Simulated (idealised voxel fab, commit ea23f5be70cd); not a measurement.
A process module follows: voxel transistor to metal.
Each square cell in cross-section cut measures 5 nm, and the section as a whole is 175 nm wide.
If you're reading a cross-section in this doc, picture square cells in a grid; it comes to you as bands, top ones listed first down to the bottom, and a band can be one or more rows of cells. This entry defines a band. It first specifies the height of the band's top and the height of its bottom in nm, and then specifies the band's materials from left to right, stating each material with its width in nm. The word "throughout" identifies a single material that fills the band from edge to edge, while the word "empty" identifies empty space. Height datum 0, below which the as-received substrate wafer is one material. Lowest band open at the bottom, running downward: "top 0, no bottom". When a width is written as two numbers, as in "30..40", the first number is the width in the top row of cells of the band and the second is the width in its bottom row, and the width changes by the same amount from each row to the next. Where the words "nothing got changed" appear for a step, the cross-section shows no cell changed by that step; every cell remained as before. So "Fully sealed voids" is basically the list of trapped voids: any empty space of 8 cells or more that can't reach the top through an opening. They're written width x height at distance, the distance being from the left edge, and it's all nm. Whatever follows a step's settings on its line is a remark the simulator itself makes about that step. Each step line may optionally specify "overlay nm", which for a step with a mask gives the rightward distance between the mask's planned place and where it lay, a negative value indicating the leftward direction.

[Steps planned for the process]
- 1: RECEIVE: material Si
- 2: OXIDIZE: depth nm 5
- 3: CONFORMAL_DEP: material SiN, thk nm 15
- 4: MASKED_ETCH: tone cover, mask id ACTIVE, width nm 135, etch materials SiN, depth nm 15, overlay nm 0
- 5: MASKED_ETCH: tone cover, mask id ACTIVE, width nm 135, etch materials SiO2, depth nm 5, overlay nm 0
- 6: MASKED_ETCH: tone cover, mask id ACTIVE, width nm 135, etch materials Si, depth nm 30, overlay nm 0
- 7: FILL_DEP: material SiO2, thk nm 10
- 8: CMP: height nm 15
- 9: SELECTIVE_ETCH: etch materials SiO2, depth nm 5
- 10: STRIP: etch materials SiN
- 11: SELECTIVE_ETCH: etch materials SiO2, depth nm 5
- 12: OXIDIZE: depth nm 5
- 13: DIRECTIONAL_DEP: material polySi, thk nm 25
- 14: DIRECTIONAL_DEP: material SiCN, thk nm 15
- 15: PATTERN: tone cover, mask id GATE, material resist, width nm 35, thk nm 20, overlay nm -15
- 16: DIRECTIONAL_ETCH: etch materials SiCN, depth nm 25
- 17: DIRECTIONAL_ETCH: etch materials polySi, depth nm 35
- 18: STRIP: etch materials resist
- 19: CONFORMAL_DEP: material SiO2, thk nm 5
- 20: DIRECTIONAL_ETCH: etch materials SiO2, depth nm 5
- 21: CONFORMAL_DEP: material SiN, thk nm 5
- 22: DIRECTIONAL_ETCH: etch materials SiN, depth nm 5
- 23: DIRECTIONAL_ETCH: etch materials SiO2, depth nm 5
- 24: DIRECTIONAL_ETCH: etch materials Si, depth nm 5
- 25: EPI: material SiGe, thk nm 10
- 26: FILL_DEP: material SiO2, thk nm 10
- 27: CMP: height nm 20
- 28: STRIP: etch materials polySi
- 29: SELECTIVE_ETCH: etch materials SiO2, depth nm 5
- 30: CONFORMAL_DEP: material HfO2, thk nm 5
- 31: CONFORMAL_DEP: material TiN, thk nm 5
- 32: FILL_DEP: material W, thk nm 5
- 33: CMP: height nm 15
- 34: DIRECTIONAL_DEP: material SiO2, thk nm 10
- 35: MASKED_ETCH: tone open, mask id CONTACT, width nm 20, pitch nm 95, etch materials SiO2, depth nm 30, overlay nm 0
- 36: CONFORMAL_DEP: material TiN, thk nm 5
- 37: FILL_DEP: material Ru, thk nm 10
- 38: CMP: height nm 25
- 39: DIRECTIONAL_DEP: material TiN, thk nm 5
- 40: DIRECTIONAL_DEP: material Ru, thk nm 20
- 41: DIRECTIONAL_DEP: material aC, thk nm 10
- 42: PATTERN: tone cover, mask id METAL_1, material resist, width nm 20, pitch nm 95, thk nm 30, overlay nm 0
- 43: DIRECTIONAL_ETCH: etch materials aC, depth nm 10
- 44: STRIP: etch materials resist
- 45: DIRECTIONAL_ETCH: etch materials Ru, depth nm 20
- 46: DIRECTIONAL_ETCH: etch materials TiN, depth nm 5
- 47: STRIP: etch materials aC
- 48: FILL_DEP: material SiO2, thk nm 5
- 49: CMP: height nm 50
- 50: CONFORMAL_DEP: material SiCN, thk nm 5
- 51: DIRECTIONAL_DEP: material lowk, thk nm 30
- 52: MASKED_ETCH: tone open, mask id METAL_2, width nm 20, pitch nm 95, etch materials lowk, depth nm 20, overlay nm 0
- 53: PATTERN: tone open, mask id METAL_2_HOLES, material resist, width nm 15, pitch nm 95, thk nm 15, overlay nm 0
- 54: DIRECTIONAL_ETCH: etch materials lowk, depth nm 10
- 55: DIRECTIONAL_ETCH: etch materials SiCN, depth nm 5
- 56: STRIP: etch materials resist
- 57: CONFORMAL_DEP: material TiN, thk nm 5
- 58: FILL_DEP: material Cu, thk nm 5
- 59: CMP: height nm 85
- 60: CONFORMAL_DEP: material SiN, thk nm 5
What sets these wafers apart? The overlay nm at step 15. They all start alike, and the plan carries the first wafer's value.

[Sectional view: first of several wafers, as received, after step 1]
top 0, no bottom | Si throughout
Fully sealed voids: none

[Note: the following table is arranged by wafer, a row apiece. Each row reports the end-of-module state: per material, cells gained (+) or cells lost (-) compared with the wafer as received; closed voids follow]
overlay nm -15 | +18 Cu | +17 HfO2 | +46 Ru | -124 Si | +29 SiCN | +36 SiGe | +47 SiN | +301 SiO2 | +79 TiN | +15 W | +166 lowk | Fully sealed voids: none
overlay nm -10 | +18 Cu | +17 HfO2 | +49 Ru | -124 Si | +29 SiCN | +36 SiGe | +47 SiN | +297 SiO2 | +80 TiN | +15 W | +166 lowk | Fully sealed voids: none
overlay nm -5 | +18 Cu | +17 HfO2 | +49 Ru | -124 Si | +29 SiCN | +36 SiGe | +47 SiN | +296 SiO2 | +81 TiN | +15 W | +166 lowk | Fully sealed voids: none
overlay nm 0 | +18 Cu | +17 HfO2 | +50 Ru | -124 Si | +29 SiCN | +36 SiGe | +47 SiN | +295 SiO2 | +81 TiN | +15 W | +166 lowk | Fully sealed voids: none
overlay nm 5 | +18 Cu | +17 HfO2 | +49 Ru | -124 Si | +29 SiCN | +36 SiGe | +47 SiN | +296 SiO2 | +81 TiN | +15 W | +166 lowk | Fully sealed voids: none
overlay nm 10 | +18 Cu | +17 HfO2 | +49 Ru | -124 Si | +29 SiCN | +36 SiGe | +47 SiN | +297 SiO2 | +80 TiN | +15 W | +166 lowk | Fully sealed voids: none
overlay nm 15 | +18 Cu | +17 HfO2 | +46 Ru | -124 Si | +29 SiCN | +36 SiGe | +47 SiN | +301 SiO2 | +79 TiN | +15 W | +166 lowk | Fully sealed voids: none
